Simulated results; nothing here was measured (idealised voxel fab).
process module | voxel local oxidation
cross-section cut | 210 nm wide | cells 5 nm
A cross-section is a grid of square cells, given in bands from the top down. A band is one or more rows of cells.
Each band's line starts with the height of the band's top and of its bottom, in nm. Then come its materials from left to right, each with its width in nm. One material with "throughout" fills the band from edge to edge. "air" is empty space.
Height 0 is the level under which the wafer as received is all one material. The lowest band goes on downwards, as in "0 down".
A width such as "30 to 40" changes by the same amount from each row of cells to the next, from the band's top row to its bottom row.
"no change" after a step means that no cell of the cross-section changed.
closed voids: empty space of 8 cells or more with no open way to the top, each as width x height at its distance from the left edge, in nm
after a step's settings: what the simulator itself notes on the step
overlay nm, on a step with a mask: how far to the right of its planned place the mask lay; to the left if negative
plan
1 op RECEIVE | material Si
2 op OXIDIZE | depth nm 5
3 op CONFORMAL_DEP | material SiN | thk nm 10
4 op MASKED_ETCH | tone cover | mask id ACTIVE | width nm 120 | etch materials SiN | depth nm 10 | overlay nm 0
5 op SELECTIVE_ETCH | etch materials SiO2 | depth nm 5
6 op OXIDIZE | depth nm 10
7 op STRIP | etch materials SiN
varied across the wafers: width nm of step 4. The plan shows the first wafer's value. All wafers start alike
first wafer as received, after step 1
  0 down: Si throughout
  closed voids: none
each wafer at the end: cells of each material gained (+) or lost (-) since it was received, then its closed voids
width nm 120 | -90 Si | +70 SiO2 | closed voids: none
width nm 125 | -88 Si | +69 SiO2 | closed voids: none
width nm 130 | -86 Si | +68 SiO2 | closed voids: none
width nm 135 | -84 Si | +67 SiO2 | closed voids: none
width nm 140 | -82 Si | +66 SiO2 | closed voids: none
width nm 145 | -80 Si | +65 SiO2 | closed voids: none
